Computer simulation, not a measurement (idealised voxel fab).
process module | voxel self aligned contacts
cross-section cut | 295 nm wide | cells 5 nm
A cross-section is a grid of square cells, given in bands from the top down. A band is one or more rows of cells.
Each band's line starts with the height of the band's top and of its bottom, in nm. Then come its materials from left to right, each with its width in nm. One material with "throughout" fills the band from edge to edge. "air" is empty space.
Height 0 is the level under which the wafer as received is all one material. The lowest band goes on downwards, as in "0 down".
A width such as "30 to 40" changes by the same amount from each row of cells to the next, from the band's top row to its bottom row.
"no change" after a step means that no cell of the cross-section changed.
closed voids: empty space of 8 cells or more with no open way to the top, each as width x height at its distance from the left edge, in nm
after a step's settings: what the simulator itself notes on the step
overlay nm, on a step with a mask: how far to the right of its planned place the mask lay; to the left if negative
plan
1 op RECEIVE | material Si
2 op CONFORMAL_DEP | material SiO2 | thk nm 5
3 op DIRECTIONAL_DEP | material polySi | thk nm 30
4 op DIRECTIONAL_DEP | material SiN | thk nm 25
5 op MASKED_ETCH | tone cover | mask id GATE | width nm 30 | pitch nm 75 | etch materials SiN | depth nm 25 | overlay nm 0
6 op MASKED_ETCH | tone cover | mask id GATE | width nm 20 | pitch nm 75 | etch materials polySi | depth nm 30 | overlay nm 0
7 op CONFORMAL_DEP | material SiN | thk nm 10
8 op DIRECTIONAL_ETCH | etch materials SiN | depth nm 10
9 op FILL_DEP | material SiO2 | thk nm 15
10 op CMP | height nm 65
11 op PATTERN | tone open | mask id CONTACT | material resist | width nm 55 | pitch nm 75 | thk nm 15 | overlay nm 0
12 op DIRECTIONAL_ETCH | etch materials SiO2 | depth nm 65
13 op STRIP | etch materials resist
14 op CONFORMAL_DEP | material TiN | thk nm 5
15 op FILL_DEP | material W | thk nm 10
16 op CMP | height nm 65
17 op CONFORMAL_DEP | material SiCN | thk nm 5
varied across the wafers: width nm of step 6. The plan shows the first wafer's value. All wafers start alike
first wafer as received, after step 1
  0 down: Si throughout
  closed voids: none
first wafer at the end, after step 17
  70 to 65: SiCN throughout
  65 to 60: SiO2 80 | TiN 20 | W 15 | TiN 20 | SiO2 20 | TiN 20 | W 15 | TiN 20 | SiO2 85
  60 to 35: SiO2 45 | SiN 50 | TiN 5 | W 15 | TiN 5 | SiN 50 | TiN 5 | W 15 | TiN 5 | SiN 50 | SiO2 50
  35 to 5: SiO2 45 | SiN 10 | polySi 30 | SiN 10 | TiN 5 | W 15 | TiN 5 | SiN 10 | polySi 30 | SiN 10 | TiN 5 | W 15 | TiN 5 | SiN 10 | polySi 30 | SiN 10 | SiO2 50
  5 to 0: SiO2 95 | TiN 25 | SiO2 50 | TiN 25 | SiO2 100
  0 down: Si throughout
  closed voids: none
last wafer at the end
  70 to 65: SiCN throughout
  65 to 60: SiO2 80 | TiN 20 | W 15 | TiN 20 | SiO2 20 | TiN 20 | W 15 | TiN 20 | SiO2 85
  60 to 40: SiO2 45 | SiN 50 | TiN 5 | W 15 | TiN 5 | SiN 50 | TiN 5 | W 15 | TiN 5 | SiN 50 | SiO2 50
  40 to 35: SiO2 45 | SiN 50 | TiN 25 | SiN 50 | TiN 25 | SiN 50 | SiO2 50
  35 to 5: SiO2 40 | SiN 10 | polySi 45 | SiN 10 | TiN 10 | SiN 10 | polySi 45 | SiN 10 | TiN 10 | SiN 10 | polySi 45 | SiN 10 | SiO2 40
  5 to 0: SiO2 105 | TiN 10 | SiO2 65 | TiN 10 | SiO2 105
  0 down: Si throughout
  closed voids: none
each wafer at the end: cells of each material gained (+) or lost (-) since it was received, then its closed voids
width nm 20 | +59 SiCN | +222 SiN | +295 SiO2 | +70 TiN | +72 W | +108 polySi | closed voids: none
width nm 25 | +59 SiCN | +222 SiN | +295 SiO2 | +70 TiN | +72 W | +108 polySi | closed voids: none
width nm 30 | +59 SiCN | +222 SiN | +295 SiO2 | +70 TiN | +72 W | +108 polySi | closed voids: none
width nm 35 | +59 SiCN | +222 SiN | +291 SiO2 | +70 TiN | +58 W | +126 polySi | closed voids: none
width nm 40 | +59 SiCN | +222 SiN | +287 SiO2 | +70 TiN | +44 W | +144 polySi | closed voids: none
width nm 45 | +59 SiCN | +222 SiN | +283 SiO2 | +70 TiN | +30 W | +162 polySi | closed voids: none
